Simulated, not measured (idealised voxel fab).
process module | voxel wiring stack
cross-section cut | 200 nm wide | cells 5 nm
A cross-section is a grid of square cells, given in bands from the top down. A band is one or more rows of cells.
Each band's line starts with the height of the band's top and of its bottom, in nm. Then come its materials from left to right, each with its width in nm. One material with "throughout" fills the band from edge to edge. "air" is empty space.
Height 0 is the level under which the wafer as received is all one material. The lowest band goes on downwards, as in "0 down".
A width such as "30 to 40" changes by the same amount from each row of cells to the next, from the band's top row to its bottom row.
"no change" after a step means that no cell of the cross-section changed.
closed voids: empty space of 8 cells or more with no open way to the top, each as width x height at its distance from the left edge, in nm
after a step's settings: what the simulator itself notes on the step
overlay nm, on a step with a mask: how far to the right of its planned place the mask lay; to the left if negative
plan
1 op RECEIVE | material Si
2 op CONFORMAL_DEP | material SiO2 | thk nm 15
3 op CONFORMAL_DEP | material SiN | thk nm 5
4 op DIRECTIONAL_DEP | material SiO2 | thk nm 15
5 op DIRECTIONAL_DEP | material aC | thk nm 15
6 op PATTERN | tone open | mask id METAL_1 | material resist | width nm 25 | pitch nm 55 | thk nm 30 | overlay nm 0
7 op DIRECTIONAL_ETCH | etch materials aC | depth nm 15
8 op STRIP | etch materials resist
9 op DIRECTIONAL_ETCH | etch materials SiO2 | depth nm 15
10 op DIRECTIONAL_ETCH | etch materials SiN | depth nm 5
11 op STRIP | etch materials aC
12 op CONFORMAL_DEP | material TiN | thk nm 5
13 op FILL_DEP | material Cu | thk nm 5
14 op CMP | height nm 35
15 op EPI | material Ru | thk nm 5
16 op FILL_DEP | material SiCN | thk nm 5
17 op DIRECTIONAL_DEP | material lowk | thk nm 20
18 op DIRECTIONAL_DEP | material aC | thk nm 15
19 op PATTERN | tone open | mask id PLUG_1 | material resist | width nm 15 | pitch nm 110 | thk nm 30 | overlay nm 0
20 op DIRECTIONAL_ETCH | etch materials aC | depth nm 15
21 op STRIP | etch materials resist
22 op DIRECTIONAL_ETCH | etch materials lowk | depth nm 20
23 op DIRECTIONAL_ETCH | etch materials SiCN | depth nm 5
24 op STRIP | etch materials aC
25 op EPI | material Ru | thk nm 10
26 op EPI | material Ru | thk nm 10
27 op EPI | material Ru | thk nm 5
28 op CONFORMAL_DEP | material SiN | thk nm 5
29 op DIRECTIONAL_DEP | material lowk | thk nm 20
30 op MASKED_ETCH | tone open | mask id METAL_2 | width nm 25 | pitch nm 55 | etch materials lowk | depth nm 20 | overlay nm 0
31 op MASKED_ETCH | tone open | mask id METAL_2 | width nm 25 | pitch nm 55 | etch materials SiN | depth nm 5 | overlay nm 0
32 op CONFORMAL_DEP | material TiN | thk nm 5
33 op FILL_DEP | material Ru | thk nm 5
34 op CMP | height nm 90
35 op EPI | material Ru | thk nm 5
36 op FILL_DEP | material SiCN | thk nm 5
37 op DIRECTIONAL_DEP | material lowk | thk nm 30
38 op PATTERN | tone open | mask id METAL_3_HOLES | material resist | width nm 15 | pitch nm 110 | thk nm 15 | overlay nm 0
39 op DIRECTIONAL_ETCH | etch materials lowk | depth nm 30
40 op STRIP | etch materials resist
41 op MASKED_ETCH | tone open | mask id METAL_3 | width nm 25 | pitch nm 55 | etch materials lowk | depth nm 15 | overlay nm 0
42 op MASKED_ETCH | tone open | mask id METAL_3 | width nm 25 | pitch nm 55 | etch materials SiCN | depth nm 5 | overlay nm 0
43 op CONFORMAL_DEP | material TiN | thk nm 5
44 op FILL_DEP | material Cu | thk nm 10
45 op CMP | height nm 130
46 op CONFORMAL_DEP | material SiCN | thk nm 5
47 op DIRECTIONAL_DEP | material SiO2 | thk nm 20
48 op MASKED_ETCH | tone open | mask id PLUG_3 | width nm 15 | pitch nm 110 | etch materials SiO2 | depth nm 20 | overlay nm 0
49 op MASKED_ETCH | tone open | mask id PLUG_3 | width nm 15 | pitch nm 110 | etch materials SiCN | depth nm 5 | overlay nm 0
50 op EPI | material Ru | thk nm 10
51 op EPI | material Ru | thk nm 10
52 op EPI | material Ru | thk nm 5
53 op CONFORMAL_DEP | material SiN | thk nm 5
54 op DIRECTIONAL_DEP | material SiO2 | thk nm 25
55 op PATTERN | tone open | mask id METAL_4 | material resist | width nm 25 | pitch nm 55 | thk nm 20 | overlay nm 0
56 op DIRECTIONAL_ETCH | etch materials SiO2 | depth nm 25
57 op DIRECTIONAL_ETCH | etch materials SiN | depth nm 5
58 op STRIP | etch materials resist
59 op CONFORMAL_DEP | material TiN | thk nm 5
60 op FILL_DEP | material Cu | thk nm 5
61 op CMP | height nm 185
62 op CONFORMAL_DEP | material SiN | thk nm 5
first wafer, as planned
as received, after step 1
  0 down: Si throughout
  closed voids: none
after step 2
  15 to 0: SiO2 throughout
  below 0: unchanged
after step 3
  20 to 15: SiN throughout
  below 15: unchanged
after step 4
  35 to 20: SiO2 throughout
  below 20: unchanged
after step 5
  50 to 35: aC throughout
  below 35: unchanged
after step 6
  80 to 50: resist 30 | air 25 | resist 30 | air 25 | resist 30 | air 25 | resist 35
  below 50: unchanged
after step 7
  65 to 50: resist 30 | air 25 | resist 30 | air 25 | resist 30 | air 25 | resist 35
  50 to 35: aC 30 | air 25 | aC 30 | air 25 | aC 30 | air 25 | aC 35
  below 35: unchanged
after step 8
  50 to 35: aC 30 | air 25 | aC 30 | air 25 | aC 30 | air 25 | aC 35
  below 35: unchanged
after step 9
  50 to 35: aC 30 | air 25 | aC 30 | air 25 | aC 30 | air 25 | aC 35
  35 to 20: SiO2 30 | air 25 | SiO2 30 | air 25 | SiO2 30 | air 25 | SiO2 35
  below 20: unchanged
after step 10
  50 to 35: aC 30 | air 25 | aC 30 | air 25 | aC 30 | air 25 | aC 35
  35 to 20: SiO2 30 | air 25 | SiO2 30 | air 25 | SiO2 30 | air 25 | SiO2 35
  20 to 15: SiN 30 | air 25 | SiN 30 | air 25 | SiN 30 | air 25 | SiN 35
  below 15: unchanged
after step 11
  35 to 20: SiO2 30 | air 25 | SiO2 30 | air 25 | SiO2 30 | air 25 | SiO2 35
  below 20: unchanged
after step 12
  40 to 35: TiN 35 | air 15 | TiN 40 | air 15 | TiN 40 | air 15 | TiN 40
  35 to 20: SiO2 30 | TiN 5 | air 15 | TiN 5 | SiO2 30 | TiN 5 | air 15 | TiN 5 | SiO2 30 | TiN 5 | air 15 | TiN 5 | SiO2 35
  20 to 15: SiN 30 | TiN 25 | SiN 30 | TiN 25 | SiN 30 | TiN 25 | SiN 35
  below 15: unchanged
after step 13
  45 to 40: Cu throughout
  40 to 35: TiN 35 | Cu 15 | TiN 40 | Cu 15 | TiN 40 | Cu 15 | TiN 40
  35 to 20: SiO2 30 | TiN 5 | Cu 15 | TiN 5 | SiO2 30 | TiN 5 | Cu 15 | TiN 5 | SiO2 30 | TiN 5 | Cu 15 | TiN 5 | SiO2 35
  below 20: unchanged
after step 14
  35 to 20: SiO2 30 | TiN 5 | Cu 15 | TiN 5 | SiO2 30 | TiN 5 | Cu 15 | TiN 5 | SiO2 30 | TiN 5 | Cu 15 | TiN 5 | SiO2 35
  below 20: unchanged
after step 15
  40 to 35: air 25 | Ru 35 | air 20 | Ru 35 | air 20 | Ru 35 | air 30
  below 35: unchanged
after step 16
  45 to 40: SiCN throughout
  40 to 35: SiCN 25 | Ru 35 | SiCN 20 | Ru 35 | SiCN 20 | Ru 35 | SiCN 30
  below 35: unchanged
after step 17
  65 to 45: lowk throughout
  below 45: unchanged
after step 18
  80 to 65: aC throughout
  below 65: unchanged
after step 19
  110 to 80: resist 30 | air 15 | resist 95 | air 15 | resist 45
  below 80: unchanged
after step 20
  95 to 80: resist 30 | air 15 | resist 95 | air 15 | resist 45
  80 to 65: aC 30 | air 15 | aC 95 | air 15 | aC 45
  below 65: unchanged
after step 21
  80 to 65: aC 30 | air 15 | aC 95 | air 15 | aC 45
  below 65: unchanged
after step 22
  80 to 65: aC 30 | air 15 | aC 95 | air 15 | aC 45
  65 to 45: lowk 30 | air 15 | lowk 95 | air 15 | lowk 45
  below 45: unchanged
after step 23
  80 to 65: aC 30 | air 15 | aC 95 | air 15 | aC 45
  65 to 45: lowk 30 | air 15 | lowk 95 | air 15 | lowk 45
  45 to 40: SiCN 30 | air 15 | SiCN 95 | air 15 | SiCN 45
  below 40: unchanged
after step 24
  65 to 45: lowk 30 | air 15 | lowk 95 | air 15 | lowk 45
  below 45: unchanged
after step 25
  65 to 50: lowk 30 | air 15 | lowk 95 | air 15 | lowk 45
  50 to 45: lowk 30 | Ru 15 | lowk 95 | Ru 15 | lowk 45
  45 to 40: SiCN 30 | Ru 15 | SiCN 95 | Ru 15 | SiCN 45
  below 40: unchanged
after step 26
  65 to 60: lowk 30 | air 15 | lowk 95 | air 15 | lowk 45
  60 to 45: lowk 30 | Ru 15 | lowk 95 | Ru 15 | lowk 45
  below 45: unchanged
after step 27
  65 to 45: lowk 30 | Ru 15 | lowk 95 | Ru 15 | lowk 45
  below 45: unchanged
after step 28
  70 to 65: SiN throughout
  below 65: unchanged
after step 29
  90 to 70: lowk throughout
  below 70: unchanged
after step 30
  90 to 70: lowk 30 | air 25 | lowk 30 | air 25 | lowk 30 | air 25 | lowk 35
  below 70: unchanged
after step 31
  90 to 70: lowk 30 | air 25 | lowk 30 | air 25 | lowk 30 | air 25 | lowk 35
  70 to 65: SiN 30 | air 25 | SiN 30 | air 25 | SiN 30 | air 25 | SiN 35
  below 65: unchanged
after step 32
  95 to 90: TiN 35 | air 15 | TiN 40 | air 15 | TiN 40 | air 15 | TiN 40
  90 to 70: lowk 30 | TiN 5 | air 15 | TiN 5 | lowk 30 | TiN 5 | air 15 | TiN 5 | lowk 30 | TiN 5 | air 15 | TiN 5 | lowk 35
  70 to 65: SiN 30 | TiN 25 | SiN 30 | TiN 25 | SiN 30 | TiN 25 | SiN 35
  below 65: unchanged
after step 33
  100 to 95: Ru throughout
  95 to 90: TiN 35 | Ru 15 | TiN 40 | Ru 15 | TiN 40 | Ru 15 | TiN 40
  90 to 70: lowk 30 | TiN 5 | Ru 15 | TiN 5 | lowk 30 | TiN 5 | Ru 15 | TiN 5 | lowk 30 | TiN 5 | Ru 15 | TiN 5 | lowk 35
  below 70: unchanged
after step 34
  90 to 70: lowk 30 | TiN 5 | Ru 15 | TiN 5 | lowk 30 | TiN 5 | Ru 15 | TiN 5 | lowk 30 | TiN 5 | Ru 15 | TiN 5 | lowk 35
  below 70: unchanged
after step 35
  95 to 90: air 25 | Ru 35 | air 20 | Ru 35 | air 20 | Ru 35 | air 30
  below 90: unchanged
after step 36
  100 to 95: SiCN throughout
  95 to 90: SiCN 25 | Ru 35 | SiCN 20 | Ru 35 | SiCN 20 | Ru 35 | SiCN 30
  below 90: unchanged
after step 37
  130 to 100: lowk throughout
  below 100: unchanged
after step 38
  145 to 130: resist 30 | air 15 | resist 95 | air 15 | resist 45
  below 130: unchanged
after step 39
  145 to 130: resist 30 | air 15 | resist 95 | air 15 | resist 45
  130 to 100: lowk 30 | air 15 | lowk 95 | air 15 | lowk 45
  below 100: unchanged
after step 40
  130 to 100: lowk 30 | air 15 | lowk 95 | air 15 | lowk 45
  below 100: unchanged
after step 41
  130 to 115: lowk 30 | air 25 | lowk 30 | air 25 | lowk 30 | air 25 | lowk 35
  below 115: unchanged
after step 42
  130 to 115: lowk 30 | air 25 | lowk 30 | air 25 | lowk 30 | air 25 | lowk 35
  115 to 100: lowk 30 | air 15 | lowk 95 | air 15 | lowk 45
  100 to 95: SiCN 30 | air 15 | SiCN 95 | air 15 | SiCN 45
  below 95: unchanged
after step 43
  135 to 130: TiN 35 | air 15 | TiN 40 | air 15 | TiN 40 | air 15 | TiN 40
  130 to 120: lowk 30 | TiN 5 | air 15 | TiN 5 | lowk 30 | TiN 5 | air 15 | TiN 5 | lowk 30 | TiN 5 | air 15 | TiN 5 | lowk 35
  120 to 115: lowk 30 | TiN 5 | air 5 | TiN 15 | lowk 30 | TiN 25 | lowk 30 | TiN 5 | air 5 | TiN 15 | lowk 35
  115 to 100: lowk 30 | TiN 5 | air 5 | TiN 5 | lowk 95 | TiN 5 | air 5 | TiN 5 | lowk 45
  100 to 95: SiCN 30 | TiN 15 | SiCN 95 | TiN 15 | SiCN 45
  below 95: unchanged
after step 44
  145 to 135: Cu throughout
  135 to 130: TiN 35 | Cu 15 | TiN 40 | Cu 15 | TiN 40 | Cu 15 | TiN 40
  130 to 120: lowk 30 | TiN 5 | Cu 15 | TiN 5 | lowk 30 | TiN 5 | Cu 15 | TiN 5 | lowk 30 | TiN 5 | Cu 15 | TiN 5 | lowk 35
  120 to 115: lowk 30 | TiN 5 | Cu 5 | TiN 15 | lowk 30 | TiN 25 | lowk 30 | TiN 5 | Cu 5 | TiN 15 | lowk 35
  115 to 100: lowk 30 | TiN 5 | Cu 5 | TiN 5 | lowk 95 | TiN 5 | Cu 5 | TiN 5 | lowk 45
  below 100: unchanged
after step 45
  130 to 120: lowk 30 | TiN 5 | Cu 15 | TiN 5 | lowk 30 | TiN 5 | Cu 15 | TiN 5 | lowk 30 | TiN 5 | Cu 15 | TiN 5 | lowk 35
  below 120: unchanged
after step 46
  135 to 130: SiCN throughout
  below 130: unchanged
after step 47
  155 to 135: SiO2 throughout
  below 135: unchanged
after step 48
  155 to 135: SiO2 30 | air 15 | SiO2 95 | air 15 | SiO2 45
  below 135: unchanged
after step 49
  155 to 135: SiO2 30 | air 15 | SiO2 95 | air 15 | SiO2 45
  135 to 130: SiCN 30 | air 15 | SiCN 95 | air 15 | SiCN 45
  below 130: unchanged
after step 50
  155 to 140: SiO2 30 | air 15 | SiO2 95 | air 15 | SiO2 45
  140 to 135: SiO2 30 | Ru 15 | SiO2 95 | Ru 15 | SiO2 45
  135 to 130: SiCN 30 | Ru 15 | SiCN 95 | Ru 15 | SiCN 45
  below 130: unchanged
after step 51
  155 to 150: SiO2 30 | air 15 | SiO2 95 | air 15 | SiO2 45
  150 to 135: SiO2 30 | Ru 15 | SiO2 95 | Ru 15 | SiO2 45
  below 135: unchanged
after step 52
  155 to 135: SiO2 30 | Ru 15 | SiO2 95 | Ru 15 | SiO2 45
  below 135: unchanged
after step 53
  160 to 155: SiN throughout
  below 155: unchanged
after step 54
  185 to 160: SiO2 throughout
  below 160: unchanged
after step 55
  205 to 185: resist 30 | air 25 | resist 30 | air 25 | resist 30 | air 25 | resist 35
  below 185: unchanged
after step 56
  205 to 185: resist 30 | air 25 | resist 30 | air 25 | resist 30 | air 25 | resist 35
  185 to 160: SiO2 30 | air 25 | SiO2 30 | air 25 | SiO2 30 | air 25 | SiO2 35
  below 160: unchanged
after step 57
  205 to 185: resist 30 | air 25 | resist 30 | air 25 | resist 30 | air 25 | resist 35
  185 to 160: SiO2 30 | air 25 | SiO2 30 | air 25 | SiO2 30 | air 25 | SiO2 35
  160 to 155: SiN 30 | air 25 | SiN 30 | air 25 | SiN 30 | air 25 | SiN 35
  below 155: unchanged
after step 58
  185 to 160: SiO2 30 | air 25 | SiO2 30 | air 25 | SiO2 30 | air 25 | SiO2 35
  below 160: unchanged
after step 59
  190 to 185: TiN 35 | air 15 | TiN 40 | air 15 | TiN 40 | air 15 | TiN 40
  185 to 160: SiO2 30 | TiN 5 | air 15 | TiN 5 | SiO2 30 | TiN 5 | air 15 | TiN 5 | SiO2 30 | TiN 5 | air 15 | TiN 5 | SiO2 35
  160 to 155: SiN 30 | TiN 25 | SiN 30 | TiN 25 | SiN 30 | TiN 25 | SiN 35
  below 155: unchanged
after step 60
  195 to 190: Cu throughout
  190 to 185: TiN 35 | Cu 15 | TiN 40 | Cu 15 | TiN 40 | Cu 15 | TiN 40
  185 to 160: SiO2 30 | TiN 5 | Cu 15 | TiN 5 | SiO2 30 | TiN 5 | Cu 15 | TiN 5 | SiO2 30 | TiN 5 | Cu 15 | TiN 5 | SiO2 35
  below 160: unchanged
after step 61
  185 to 160: SiO2 30 | TiN 5 | Cu 15 | TiN 5 | SiO2 30 | TiN 5 | Cu 15 | TiN 5 | SiO2 30 | TiN 5 | Cu 15 | TiN 5 | SiO2 35
  below 160: unchanged
after step 62
  190 to 185: SiN throughout
  below 185: unchanged
second wafer: like start, like plan, one mistake. Through step 1 it matches the first wafer
when step 2 should have ended
  5 to 0: SiN throughout
  below 0: unchanged
when step 3 should have ended
  20 to 5: SiO2 throughout
  below 5: unchanged
when step 4 should have ended
  35 to 5: SiO2 throughout
  below 5: unchanged
when step 5 should have ended
  50 to 35: aC throughout
  below 35: unchanged
when step 6 should have ended
  80 to 50: resist 30 | air 25 | resist 30 | air 25 | resist 30 | air 25 | resist 35
  below 50: unchanged
when step 7 should have ended
  65 to 50: resist 30 | air 25 | resist 30 | air 25 | resist 30 | air 25 | resist 35
  50 to 35: aC 30 | air 25 | aC 30 | air 25 | aC 30 | air 25 | aC 35
  below 35: unchanged
when step 8 should have ended
  50 to 35: aC 30 | air 25 | aC 30 | air 25 | aC 30 | air 25 | aC 35
  below 35: unchanged
when step 9 should have ended
  50 to 35: aC 30 | air 25 | aC 30 | air 25 | aC 30 | air 25 | aC 35
  35 to 20: SiO2 30 | air 25 | SiO2 30 | air 25 | SiO2 30 | air 25 | SiO2 35
  below 20: unchanged
when step 10 should have ended: no change
when step 11 should have ended
  35 to 20: SiO2 30 | air 25 | SiO2 30 | air 25 | SiO2 30 | air 25 | SiO2 35
  below 20: unchanged
when step 12 should have ended
  40 to 35: TiN 35 | air 15 | TiN 40 | air 15 | TiN 40 | air 15 | TiN 40
  35 to 25: SiO2 30 | TiN 5 | air 15 | TiN 5 | SiO2 30 | TiN 5 | air 15 | TiN 5 | SiO2 30 | TiN 5 | air 15 | TiN 5 | SiO2 35
  25 to 20: SiO2 30 | TiN 25 | SiO2 30 | TiN 25 | SiO2 30 | TiN 25 | SiO2 35
  below 20: unchanged
when step 13 should have ended
  45 to 40: Cu throughout
  40 to 35: TiN 35 | Cu 15 | TiN 40 | Cu 15 | TiN 40 | Cu 15 | TiN 40
  35 to 25: SiO2 30 | TiN 5 | Cu 15 | TiN 5 | SiO2 30 | TiN 5 | Cu 15 | TiN 5 | SiO2 30 | TiN 5 | Cu 15 | TiN 5 | SiO2 35
  below 25: unchanged
when step 14 should have ended
  35 to 25: SiO2 30 | TiN 5 | Cu 15 | TiN 5 | SiO2 30 | TiN 5 | Cu 15 | TiN 5 | SiO2 30 | TiN 5 | Cu 15 | TiN 5 | SiO2 35
  below 25: unchanged
when step 15 should have ended
  40 to 35: air 25 | Ru 35 | air 20 | Ru 35 | air 20 | Ru 35 | air 30
  below 35: unchanged
when step 16 should have ended
  45 to 40: SiCN throughout
  40 to 35: SiCN 25 | Ru 35 | SiCN 20 | Ru 35 | SiCN 20 | Ru 35 | SiCN 30
  below 35: unchanged
when step 17 should have ended
  65 to 45: lowk throughout
  below 45: unchanged
when step 18 should have ended
  80 to 65: aC throughout
  below 65: unchanged
when step 19 should have ended
  110 to 80: resist 30 | air 15 | resist 95 | air 15 | resist 45
  below 80: unchanged
when step 20 should have ended
  95 to 80: resist 30 | air 15 | resist 95 | air 15 | resist 45
  80 to 65: aC 30 | air 15 | aC 95 | air 15 | aC 45
  below 65: unchanged
when step 21 should have ended
  80 to 65: aC 30 | air 15 | aC 95 | air 15 | aC 45
  below 65: unchanged
when step 22 should have ended
  80 to 65: aC 30 | air 15 | aC 95 | air 15 | aC 45
  65 to 45: lowk 30 | air 15 | lowk 95 | air 15 | lowk 45
  below 45: unchanged
when step 23 should have ended
  80 to 65: aC 30 | air 15 | aC 95 | air 15 | aC 45
  65 to 45: lowk 30 | air 15 | lowk 95 | air 15 | lowk 45
  45 to 40: SiCN 30 | air 15 | SiCN 95 | air 15 | SiCN 45
  below 40: unchanged
when step 24 should have ended
  65 to 45: lowk 30 | air 15 | lowk 95 | air 15 | lowk 45
  below 45: unchanged
when step 25 should have ended
  65 to 50: lowk 30 | air 15 | lowk 95 | air 15 | lowk 45
  50 to 45: lowk 30 | Ru 15 | lowk 95 | Ru 15 | lowk 45
  45 to 40: SiCN 30 | Ru 15 | SiCN 95 | Ru 15 | SiCN 45
  below 40: unchanged
when step 26 should have ended
  65 to 60: lowk 30 | air 15 | lowk 95 | air 15 | lowk 45
  60 to 45: lowk 30 | Ru 15 | lowk 95 | Ru 15 | lowk 45
  below 45: unchanged
when step 27 should have ended
  65 to 45: lowk 30 | Ru 15 | lowk 95 | Ru 15 | lowk 45
  below 45: unchanged
when step 28 should have ended
  70 to 65: SiN throughout
  below 65: unchanged
when step 29 should have ended
  90 to 70: lowk throughout
  below 70: unchanged
when step 30 should have ended
  90 to 70: lowk 30 | air 25 | lowk 30 | air 25 | lowk 30 | air 25 | lowk 35
  below 70: unchanged
when step 31 should have ended
  90 to 70: lowk 30 | air 25 | lowk 30 | air 25 | lowk 30 | air 25 | lowk 35
  70 to 65: SiN 30 | air 25 | SiN 30 | air 25 | SiN 30 | air 25 | SiN 35
  below 65: unchanged
when step 32 should have ended
  95 to 90: TiN 35 | air 15 | TiN 40 | air 15 | TiN 40 | air 15 | TiN 40
  90 to 70: lowk 30 | TiN 5 | air 15 | TiN 5 | lowk 30 | TiN 5 | air 15 | TiN 5 | lowk 30 | TiN 5 | air 15 | TiN 5 | lowk 35
  70 to 65: SiN 30 | TiN 25 | SiN 30 | TiN 25 | SiN 30 | TiN 25 | SiN 35
  below 65: unchanged
when step 33 should have ended
  100 to 95: Ru throughout
  95 to 90: TiN 35 | Ru 15 | TiN 40 | Ru 15 | TiN 40 | Ru 15 | TiN 40
  90 to 70: lowk 30 | TiN 5 | Ru 15 | TiN 5 | lowk 30 | TiN 5 | Ru 15 | TiN 5 | lowk 30 | TiN 5 | Ru 15 | TiN 5 | lowk 35
  below 70: unchanged
when step 34 should have ended
  90 to 70: lowk 30 | TiN 5 | Ru 15 | TiN 5 | lowk 30 | TiN 5 | Ru 15 | TiN 5 | lowk 30 | TiN 5 | Ru 15 | TiN 5 | lowk 35
  below 70: unchanged
when step 35 should have ended
  95 to 90: air 25 | Ru 35 | air 20 | Ru 35 | air 20 | Ru 35 | air 30
  below 90: unchanged
when step 36 should have ended
  100 to 95: SiCN throughout
  95 to 90: SiCN 25 | Ru 35 | SiCN 20 | Ru 35 | SiCN 20 | Ru 35 | SiCN 30
  below 90: unchanged
when step 37 should have ended
  130 to 100: lowk throughout
  below 100: unchanged
when step 38 should have ended
  145 to 130: resist 30 | air 15 | resist 95 | air 15 | resist 45
  below 130: unchanged
when step 39 should have ended
  145 to 130: resist 30 | air 15 | resist 95 | air 15 | resist 45
  130 to 100: lowk 30 | air 15 | lowk 95 | air 15 | lowk 45
  below 100: unchanged
when step 40 should have ended
  130 to 100: lowk 30 | air 15 | lowk 95 | air 15 | lowk 45
  below 100: unchanged
when step 41 should have ended
  130 to 115: lowk 30 | air 25 | lowk 30 | air 25 | lowk 30 | air 25 | lowk 35
  below 115: unchanged
when step 42 should have ended
  130 to 115: lowk 30 | air 25 | lowk 30 | air 25 | lowk 30 | air 25 | lowk 35
  115 to 100: lowk 30 | air 15 | lowk 95 | air 15 | lowk 45
  100 to 95: SiCN 30 | air 15 | SiCN 95 | air 15 | SiCN 45
  below 95: unchanged
when step 43 should have ended
  135 to 130: TiN 35 | air 15 | TiN 40 | air 15 | TiN 40 | air 15 | TiN 40
  130 to 120: lowk 30 | TiN 5 | air 15 | TiN 5 | lowk 30 | TiN 5 | air 15 | TiN 5 | lowk 30 | TiN 5 | air 15 | TiN 5 | lowk 35
  120 to 115: lowk 30 | TiN 5 | air 5 | TiN 15 | lowk 30 | TiN 25 | lowk 30 | TiN 5 | air 5 | TiN 15 | lowk 35
  115 to 100: lowk 30 | TiN 5 | air 5 | TiN 5 | lowk 95 | TiN 5 | air 5 | TiN 5 | lowk 45
  100 to 95: SiCN 30 | TiN 15 | SiCN 95 | TiN 15 | SiCN 45
  below 95: unchanged
when step 44 should have ended
  145 to 135: Cu throughout
  135 to 130: TiN 35 | Cu 15 | TiN 40 | Cu 15 | TiN 40 | Cu 15 | TiN 40
  130 to 120: lowk 30 | TiN 5 | Cu 15 | TiN 5 | lowk 30 | TiN 5 | Cu 15 | TiN 5 | lowk 30 | TiN 5 | Cu 15 | TiN 5 | lowk 35
  120 to 115: lowk 30 | TiN 5 | Cu 5 | TiN 15 | lowk 30 | TiN 25 | lowk 30 | TiN 5 | Cu 5 | TiN 15 | lowk 35
  115 to 100: lowk 30 | TiN 5 | Cu 5 | TiN 5 | lowk 95 | TiN 5 | Cu 5 | TiN 5 | lowk 45
  below 100: unchanged
when step 45 should have ended
  130 to 120: lowk 30 | TiN 5 | Cu 15 | TiN 5 | lowk 30 | TiN 5 | Cu 15 | TiN 5 | lowk 30 | TiN 5 | Cu 15 | TiN 5 | lowk 35
  below 120: unchanged
when step 46 should have ended
  135 to 130: SiCN throughout
  below 130: unchanged
when step 47 should have ended
  155 to 135: SiO2 throughout
  below 135: unchanged
when step 48 should have ended
  155 to 135: SiO2 30 | air 15 | SiO2 95 | air 15 | SiO2 45
  below 135: unchanged
when step 49 should have ended
  155 to 135: SiO2 30 | air 15 | SiO2 95 | air 15 | SiO2 45
  135 to 130: SiCN 30 | air 15 | SiCN 95 | air 15 | SiCN 45
  below 130: unchanged
when step 50 should have ended
  155 to 140: SiO2 30 | air 15 | SiO2 95 | air 15 | SiO2 45
  140 to 135: SiO2 30 | Ru 15 | SiO2 95 | Ru 15 | SiO2 45
  135 to 130: SiCN 30 | Ru 15 | SiCN 95 | Ru 15 | SiCN 45
  below 130: unchanged
when step 51 should have ended
  155 to 150: SiO2 30 | air 15 | SiO2 95 | air 15 | SiO2 45
  150 to 135: SiO2 30 | Ru 15 | SiO2 95 | Ru 15 | SiO2 45
  below 135: unchanged
when step 52 should have ended
  155 to 135: SiO2 30 | Ru 15 | SiO2 95 | Ru 15 | SiO2 45
  below 135: unchanged
when step 53 should have ended
  160 to 155: SiN throughout
  below 155: unchanged
when step 54 should have ended
  185 to 160: SiO2 throughout
  below 160: unchanged
when step 55 should have ended
  205 to 185: resist 30 | air 25 | resist 30 | air 25 | resist 30 | air 25 | resist 35
  below 185: unchanged
when step 56 should have ended
  205 to 185: resist 30 | air 25 | resist 30 | air 25 | resist 30 | air 25 | resist 35
  185 to 160: SiO2 30 | air 25 | SiO2 30 | air 25 | SiO2 30 | air 25 | SiO2 35
  below 160: unchanged
when step 57 should have ended
  205 to 185: resist 30 | air 25 | resist 30 | air 25 | resist 30 | air 25 | resist 35
  185 to 160: SiO2 30 | air 25 | SiO2 30 | air 25 | SiO2 30 | air 25 | SiO2 35
  160 to 155: SiN 30 | air 25 | SiN 30 | air 25 | SiN 30 | air 25 | SiN 35
  below 155: unchanged
when step 58 should have ended
  185 to 160: SiO2 30 | air 25 | SiO2 30 | air 25 | SiO2 30 | air 25 | SiO2 35
  below 160: unchanged
when step 59 should have ended
  190 to 185: TiN 35 | air 15 | TiN 40 | air 15 | TiN 40 | air 15 | TiN 40
  185 to 160: SiO2 30 | TiN 5 | air 15 | TiN 5 | SiO2 30 | TiN 5 | air 15 | TiN 5 | SiO2 30 | TiN 5 | air 15 | TiN 5 | SiO2 35
  160 to 155: SiN 30 | TiN 25 | SiN 30 | TiN 25 | SiN 30 | TiN 25 | SiN 35
  below 155: unchanged
when step 60 should have ended
  195 to 190: Cu throughout
  190 to 185: TiN 35 | Cu 15 | TiN 40 | Cu 15 | TiN 40 | Cu 15 | TiN 40
  185 to 160: SiO2 30 | TiN 5 | Cu 15 | TiN 5 | SiO2 30 | TiN 5 | Cu 15 | TiN 5 | SiO2 30 | TiN 5 | Cu 15 | TiN 5 | SiO2 35
  below 160: unchanged
when step 61 should have ended
  185 to 160: SiO2 30 | TiN 5 | Cu 15 | TiN 5 | SiO2 30 | TiN 5 | Cu 15 | TiN 5 | SiO2 30 | TiN 5 | Cu 15 | TiN 5 | SiO2 35
  below 160: unchanged
when step 62 should have ended
  190 to 185: SiN throughout
  below 185: unchanged
what went wrong: steps 2 and 3 were swapped
at the end the second wafer has, in cells: 9 fewer of Cu | 15 more of SiN | 6 fewer of TiN
